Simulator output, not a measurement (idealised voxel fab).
Herein follows the process module entitled voxel tone inversion.
It is cross-section cut that appears here, measuring 270 nm in width, its square cells being 5 nm in size.
The cross-sections in this document take the form of a grid made of square cells. They are written out as bands, in order from top to bottom. Each band consists of one or more rows of cells. Band entry format. Leading values: height of top, height of bottom, nm. Remainder: materials in left-to-right order, each with its width in nm. Special words: "everywhere" on a single material, which then fills the band edge to edge; "empty", empty space. Height 0 is the level under which the wafer as received is all one material. The lowest band goes on downwards, as in "top 0, no bottom". Quick explanation for "30->40": the width changes in equal steps down the rows of cells, from the first number in the band's top row to the second number in its bottom row. Take "remains unaltered" at face value: in the step it is given for, the cross-section changed in none of its cells. Reported under the label "Closed void roster" are the empty spaces having no open way to the top and comprising 8 cells or more; the notation for each is width x height at distance, in which the distance is measured from the left edge and all three values are in nm. What comes after the settings on a step's line is commentary from the simulator itself on that step. The setting "overlay nm" may be written on the line of a step. When the step uses a mask, the value reports how far to the right of the planned place the mask lay, and a negative value reports that it lay to the left.

[Steps planned for the process]
1 RECEIVE: material Si
2 CONFORMAL_DEP: material SiCN, thk nm 5
3 DIRECTIONAL_DEP: material aC, thk nm 20
4 PATTERN: tone cover, mask id POSTS, material resist, width nm 20, pitch nm 50, thk nm 30, overlay nm 0
5 DIRECTIONAL_ETCH: etch materials aC, depth nm 20
6 STRIP: etch materials resist
7 FILL_DEP: material lowk, thk nm 5
8 CMP: height nm 25
9 STRIP: etch materials aC
10 CONFORMAL_DEP: material TiN, thk nm 5
11 FILL_DEP: material Ru, thk nm 5
12 CMP: height nm 25
13 CONFORMAL_DEP: material SiN, thk nm 5

[Received-state cross-section, reflecting completion of step 1]
top 0, no bottom = Si everywhere
Closed void roster: none

[Looking at the first of two wafers in cross-section at end of module - ran to plan]
top 30, bottom 25 = SiN everywhere
top 25, bottom 10 = 100 of lowk; 5 of TiN; 10 of Ru; 5 of TiN; 30 of lowk; 5 of TiN; 10 of Ru; 5 of TiN; 100 of lowk
top 10, bottom 5 = 100 of lowk; 20 of TiN; 30 of lowk; 20 of TiN; 100 of lowk
top 5, bottom 0 = SiCN everywhere
top 0, no bottom = Si everywhere
Closed void roster: none

[Cross-sectional view: second of two wafers, end of module; start and plan identical to the first, one mistake in running]
top 30, bottom 25 = aC everywhere
top 25, bottom 10 = 100 of lowk; 5 of TiN; 10 of Ru; 5 of TiN; 30 of lowk; 5 of TiN; 10 of Ru; 5 of TiN; 100 of lowk
top 10, bottom 5 = 100 of lowk; 20 of TiN; 30 of lowk; 20 of TiN; 100 of lowk
top 5, bottom 0 = SiCN everywhere
top 0, no bottom = Si everywhere
Closed void roster: none
Deviation noted in wafer processing: the process deviated at step 13: the operation and settings actually run there were CONFORMAL_DEP: material aC, thk nm 5
The second wafer ends with more or fewer cells of some materials than the first, per final count: 54 fewer of SiN; 54 more of aC
